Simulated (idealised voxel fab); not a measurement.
A process module follows: voxel air gaps.
The cross-section on display is named cut; it measures 175 nm wide, and its cells are 5 nm squares.
For the purposes of this document, a cross-section shall be understood as a grid of square cells, specified as bands listed in top-to-bottom order, each band consisting of one or more rows of cells. Band: top and bottom heights (nm) first, top before bottom; then materials from left to right, widths in nm. "edge to edge" marks a sole material filling the band edge to edge. "air" denotes empty space. Height datum 0, below which the as-received substrate wafer is one material. Lowest band open at the bottom, running downward: "0 and below". The expression "30->40" gives the width at the extremes of the band, the first number at its top row of cells and the second at its bottom row, with the width changing by equal amounts from each row to the next in between. "remained the same" for a step: no cell of the cross-section changed in that step. Empty spaces without an open route to the top, at least 8 cells in extent, make up the entry "Closed void register"; each is given as width x height at distance, where the distance is measured from the left edge, and all are in nm. Note: text after step settings on the step line = simulator remark on that step. overlay nm: for a step with a mask, the amount by which the mask lay right of where it was planned; a negative amount means left of it.
## These are the steps we planned for the process
- 1: RECEIVE with material Si
- 2: CONFORMAL_DEP with material SiO2, thk nm 15
- 3: CONFORMAL_DEP with material SiN, thk nm 5
- 4: DIRECTIONAL_DEP with material SiO2, thk nm 30
- 5: MASKED_ETCH with tone open, mask id LINES, width nm 15, pitch nm 40, etch materials SiO2, depth nm 30, overlay nm 0
- 6: CONFORMAL_DEP with material TiN, thk nm 5
- 7: FILL_DEP with material W, thk nm 10
- 8: CMP with height nm 50
- 9: EPI with material Ru, thk nm 10
- 10: SELECTIVE_ETCH with etch materials SiO2, depth nm 40
- 11: CONFORMAL_DEP with material SiN, thk nm 5
## Wafer as received: cross-section following step 1
* 0 and below  Si edge to edge
* Closed void register: none
## First wafer of two, sectioned at end of module; run went per plan
* 65 down to 60  5 nm air, 165 nm SiN, 5 nm air
* 60 down to 50  5 nm air, 5 nm SiN, 35 nm Ru, 5 nm SiN, 35 nm Ru, 5 nm SiN, 35 nm Ru, 5 nm SiN, 35 nm Ru, 5 nm SiN, 5 nm air
* 50 down to 45  5 nm air, 15 nm SiN, 5 nm TiN, 5 nm W, 5 nm TiN, 25 nm SiN, 5 nm TiN, 5 nm W, 5 nm TiN, 25 nm SiN, 5 nm TiN, 5 nm W, 5 nm TiN, 25 nm SiN, 5 nm TiN, 5 nm W, 5 nm TiN, 15 nm SiN, 5 nm air
* 45 down to 25  15 nm air, 5 nm SiN, 5 nm TiN, 5 nm W, 5 nm TiN, 5 nm SiN, 15 nm air, 5 nm SiN, 5 nm TiN, 5 nm W, 5 nm TiN, 5 nm SiN, 15 nm air, 5 nm SiN, 5 nm TiN, 5 nm W, 5 nm TiN, 5 nm SiN, 15 nm air, 5 nm SiN, 5 nm TiN, 5 nm W, 5 nm TiN, 5 nm SiN, 15 nm air
* 25 down to 20  20 nm SiN, 15 nm TiN, 25 nm SiN, 15 nm TiN, 25 nm SiN, 15 nm TiN, 25 nm SiN, 15 nm TiN, 20 nm SiN
* 20 down to 15  SiN edge to edge
* 15 down to 0  SiO2 edge to edge
* 0 and below  Si edge to edge
* Closed void register: 15 x 20 at 40; 15 x 20 at 80; 15 x 20 at 120
## Cross-section, wafer two of two, end of module: same start and plan as wafer one, one error in execution
* 65 down to 60  5 nm air, 170 nm SiN
* 60 down to 50  5 nm air, 5 nm SiN, 160 nm Ru, 5 nm SiN
* 50 down to 45  5 nm air, 15 nm SiN, 5 nm TiN, 10 nm W, 5 nm TiN, 20 nm SiO2, 5 nm TiN, 10 nm W, 5 nm TiN, 20 nm SiO2, 5 nm TiN, 10 nm W, 5 nm TiN, 20 nm SiO2, 5 nm TiN, 10 nm W, 5 nm TiN, 15 nm SiN
* 45 down to 25  15 nm air, 5 nm SiN, 5 nm TiN, 10 nm W, 5 nm TiN, 20 nm SiO2, 5 nm TiN, 10 nm W, 5 nm TiN, 20 nm SiO2, 5 nm TiN, 10 nm W, 5 nm TiN, 20 nm SiO2, 5 nm TiN, 10 nm W, 5 nm TiN, 5 nm SiN, 10 nm air
* 25 down to 20  20 nm SiN, 20 nm TiN, 20 nm SiO2, 20 nm TiN, 20 nm SiO2, 20 nm TiN, 20 nm SiO2, 20 nm TiN, 15 nm SiN
* 20 down to 15  SiN edge to edge
* 15 down to 0  SiO2 edge to edge
* 0 and below  Si edge to edge
* Closed void register: 10 x 20 at 165
In executing the process, a mistake was made relative to the plan: contrary to plan, step 5 was performed as MASKED_ETCH with tone open, mask id LINES, width nm 20, pitch nm 40, etch materials SiO2, depth nm 30, overlay nm 0
Final tally in cells, some materials are higher or lower on the second wafer than on the first: +8 Ru | -60 SiN | +72 SiO2 | +4 TiN | +20 W
Final count of closed voids per wafer: 3 in the first, 1 in the second.
